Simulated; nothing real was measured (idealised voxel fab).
You're looking at the process module voxel transistor to metal.
In the cross-section labelled cut, the width is 190 nm and each square cell is 5 nm.
Cross-section layout: square cells on a grid; listed as bands, top to bottom; a band spans one or more cell rows.
This entry defines a band. It first specifies the height of the band's top and the height of its bottom in nm, and then specifies the band's materials from left to right, stating each material with its width in nm. The word "full width" identifies a single material that fills the band from edge to edge, while the word "air" identifies empty space.
Measure heights from 0. That's the level where, below it, the as-received wafer is all one material. The lowest band is bottomless and extends downward; write it as in "0 down".
The two numbers in a width such as "30->40" mark its ends across the band: the first belongs to the top row of cells, the second to the bottom row, and from each row to the next the width moves by the same amount.
"no change occurred" (step): cross-section cells unchanged, all of them.
Closed empty spaces (no open way to the top) of 8 cells or more are what "Trapped cavities" lists, each as width x height at distance from the left edge, nm for all three.
Past the settings on a step's line: simulator remark, on that step.
You can add "overlay nm" to a step's line. For a step with a mask, it describes how far the mask lay to the right of its planned position, and a negative number describes a lay to the left.
## Process steps - plan
1 RECEIVE (material Si)
2 OXIDIZE (depth nm 5)
3 CONFORMAL_DEP (material SiN; thk nm 10)
4 PATTERN (tone cover; mask id ACTIVE; material resist; width nm 120; thk nm 20; overlay nm 0)
5 DIRECTIONAL_ETCH (etch materials SiN; depth nm 10)
6 DIRECTIONAL_ETCH (etch materials SiO2; depth nm 5)
7 DIRECTIONAL_ETCH (etch materials Si; depth nm 20)
8 STRIP (etch materials resist)
9 FILL_DEP (material SiO2; thk nm 15)
10 CMP (height nm 10)
11 SELECTIVE_ETCH (etch materials SiO2; depth nm 5)
12 STRIP (etch materials SiN)
13 SELECTIVE_ETCH (etch materials SiO2; depth nm 5)
14 OXIDIZE (depth nm 5)
15 DIRECTIONAL_DEP (material polySi; thk nm 20)
16 DIRECTIONAL_DEP (material SiCN; thk nm 10)
17 DIRECTIONAL_DEP (material aC; thk nm 15)
18 PATTERN (tone cover; mask id GATE; material resist; width nm 30; thk nm 30; overlay nm 0)
19 DIRECTIONAL_ETCH (etch materials aC; depth nm 15)
20 STRIP (etch materials resist)
21 DIRECTIONAL_ETCH (etch materials SiCN; depth nm 20)
22 DIRECTIONAL_ETCH (etch materials polySi; depth nm 30)
23 STRIP (etch materials aC)
24 CONFORMAL_DEP (material SiN; thk nm 5)
25 DIRECTIONAL_ETCH (etch materials SiN; depth nm 5)
26 DIRECTIONAL_ETCH (etch materials SiO2; depth nm 5)
27 DIRECTIONAL_ETCH (etch materials Si; depth nm 10)
28 EPI (material pSi; thk nm 10)
29 FILL_DEP (material SiO2; thk nm 5)
30 CMP (height nm 15)
31 STRIP (etch materials polySi)
32 SELECTIVE_ETCH (etch materials SiO2; depth nm 5)
33 CONFORMAL_DEP (material HfO2; thk nm 5)
34 CONFORMAL_DEP (material TiN; thk nm 5)
35 FILL_DEP (material W; thk nm 5)
36 CMP (height nm 10)
37 DIRECTIONAL_DEP (material SiO2; thk nm 10)
38 PATTERN (tone open; mask id CONTACT; material resist; width nm 15; pitch nm 85; thk nm 20; overlay nm 0)
39 DIRECTIONAL_ETCH (etch materials SiO2; depth nm 30)
40 STRIP (etch materials resist)
41 CONFORMAL_DEP (material TiN; thk nm 5)
42 FILL_DEP (material W; thk nm 5)
43 CMP (height nm 20)
44 CONFORMAL_DEP (material SiCN; thk nm 5)
45 DIRECTIONAL_DEP (material SiO2; thk nm 15)
46 PATTERN (tone open; mask id METAL_1; material resist; width nm 15; pitch nm 85; thk nm 20; overlay nm 0)
47 DIRECTIONAL_ETCH (etch materials SiO2; depth nm 15)
48 DIRECTIONAL_ETCH (etch materials SiCN; depth nm 5)
49 STRIP (etch materials resist)
50 CONFORMAL_DEP (material TiN; thk nm 5)
51 FILL_DEP (material W; thk nm 5)
52 CMP (height nm 40)
53 CONFORMAL_DEP (material SiCN; thk nm 5)
54 DIRECTIONAL_DEP (material lowk; thk nm 25)
55 DIRECTIONAL_DEP (material aC; thk nm 15)
56 PATTERN (tone open; mask id METAL_2; material resist; width nm 15; pitch nm 85; thk nm 30; overlay nm 0)
57 DIRECTIONAL_ETCH (etch materials aC; depth nm 15)
58 STRIP (etch materials resist)
59 DIRECTIONAL_ETCH (etch materials lowk; depth nm 15)
60 STRIP (etch materials aC)
61 PATTERN (tone open; mask id METAL_2_HOLES; material resist; width nm 15; pitch nm 85; thk nm 20; overlay nm 0)
62 DIRECTIONAL_ETCH (etch materials lowk; depth nm 10)
63 DIRECTIONAL_ETCH (etch materials SiCN; depth nm 5)
64 STRIP (etch materials resist)
65 CONFORMAL_DEP (material TiN; thk nm 5)
66 FILL_DEP (material Cu; thk nm 10)
67 CMP (height nm 70)
68 CONFORMAL_DEP (material SiN; thk nm 5)
Variable across wafers: step 38 width nm (plan value is that of the first wafer; starting state common to all).
## Sectional view: first of several wafers, as received, after step 1
- 0 down | Si full width
- Trapped cavities: none
## End of module: cross-section of the first of several wafers after step 68, the last step
- 75 to 70 | SiN full width
- 70 to 45 | 45 of lowk, 5 of TiN, 5 of Cu, 5 of TiN, 70 of lowk, 5 of TiN, 5 of Cu, 5 of TiN, 45 of lowk
- 45 to 40 | 45 of SiCN, 15 of TiN, 70 of SiCN, 15 of TiN, 45 of SiCN
- 40 to 25 | 45 of SiO2, 5 of TiN, 5 of W, 5 of TiN, 70 of SiO2, 5 of TiN, 5 of W, 5 of TiN, 45 of SiO2
- 25 to 20 | 45 of SiCN, 15 of TiN, 70 of SiCN, 15 of TiN, 45 of SiCN
- 20 to 10 | 45 of SiO2, 5 of TiN, 5 of W, 5 of TiN, 70 of SiO2, 5 of TiN, 5 of W, 5 of TiN, 45 of SiO2
- 10 to 0 | 45 of SiO2, 5 of TiN, 5 of W, 5 of TiN, 15 of SiO2, 5 of SiN, 5 of HfO2, 5 of TiN, 10 of W, 5 of TiN, 5 of HfO2, 5 of SiN, 15 of SiO2, 5 of TiN, 5 of W, 5 of TiN, 45 of SiO2
- 0 to -5 | 30 of SiO2, 5 of SiN, 10 of SiO2, 5 of TiN, 5 of W, 5 of TiN, 5 of SiO2, 10 of pSi, 5 of SiN, 5 of HfO2, 20 of TiN, 5 of HfO2, 5 of SiN, 10 of pSi, 5 of SiO2, 5 of TiN, 5 of W, 5 of TiN, 10 of SiO2, 5 of SiN, 30 of SiO2
- -5 to -10 | 45 of SiO2, 15 of TiN, 5 of SiO2, 10 of pSi, 40 of HfO2, 10 of pSi, 5 of SiO2, 15 of TiN, 45 of SiO2
- -10 to -20 | 35 of SiO2, 40 of pSi, 40 of Si, 40 of pSi, 35 of SiO2
- -20 to -25 | 35 of SiO2, 120 of Si, 35 of SiO2
- -25 down | Si full width
- Trapped cavities: none
## Cross-section, last wafer, module completion
- 75 to 70 | SiN full width
- 70 to 45 | 45 of lowk, 5 of TiN, 5 of Cu, 5 of TiN, 70 of lowk, 5 of TiN, 5 of Cu, 5 of TiN, 45 of lowk
- 45 to 40 | 45 of SiCN, 15 of TiN, 70 of SiCN, 15 of TiN, 45 of SiCN
- 40 to 25 | 45 of SiO2, 5 of TiN, 5 of W, 5 of TiN, 70 of SiO2, 5 of TiN, 5 of W, 5 of TiN, 45 of SiO2
- 25 to 20 | 45 of SiCN, 15 of TiN, 70 of SiCN, 15 of TiN, 45 of SiCN
- 20 to 10 | 40 of SiO2, 5 of TiN, 20 of W, 5 of TiN, 55 of SiO2, 5 of TiN, 20 of W, 5 of TiN, 35 of SiO2
- 10 to 0 | 40 of SiO2, 5 of TiN, 20->15 of W, 5->10 of TiN, 5 of SiO2, 5 of SiN, 5 of HfO2, 5 of TiN, 10 of W, 5 of TiN, 5 of HfO2, 5 of SiN, 10 of SiO2, 5 of TiN, 20 of W, 5 of TiN, 35 of SiO2
- 0 to -5 | 30 of SiO2, 5 of SiN, 5 of SiO2, 5 of TiN, 15 of W, 5 of TiN, 10 of pSi, 5 of SiN, 5 of HfO2, 20 of TiN, 5 of HfO2, 5 of SiN, 10 of pSi, 5 of TiN, 20 of W, 5 of TiN, 5 of SiN, 30 of SiO2
- -5 to -10 | 40 of SiO2, 25 of TiN, 10 of pSi, 40 of HfO2, 10 of pSi, 30 of TiN, 35 of SiO2
- -10 to -20 | 35 of SiO2, 40 of pSi, 40 of Si, 40 of pSi, 35 of SiO2
- -20 to -25 | 35 of SiO2, 120 of Si, 35 of SiO2
- -25 down | Si full width
- Trapped cavities: none
## Where each wafer stands at the end of the module, a row apiece: cells of each material gained (+) or lost (-) since it was received, then closed voids
width nm 15; +10 Cu; +14 HfO2; -150 Si; +64 SiCN; +46 SiN; +288 SiO2; +78 TiN; +20 W; +160 lowk; +40 pSi; Trapped cavities: none
width nm 20; +10 Cu; +14 HfO2; -150 Si; +64 SiCN; +46 SiN; +276 SiO2; +80 TiN; +30 W; +160 lowk; +40 pSi; Trapped cavities: none
width nm 25; +10 Cu; +14 HfO2; -150 Si; +64 SiCN; +46 SiN; +264 SiO2; +82 TiN; +40 W; +160 lowk; +40 pSi; Trapped cavities: none
width nm 30; +10 Cu; +14 HfO2; -150 Si; +64 SiCN; +46 SiN; +254 SiO2; +84 TiN; +48 W; +160 lowk; +40 pSi; Trapped cavities: none
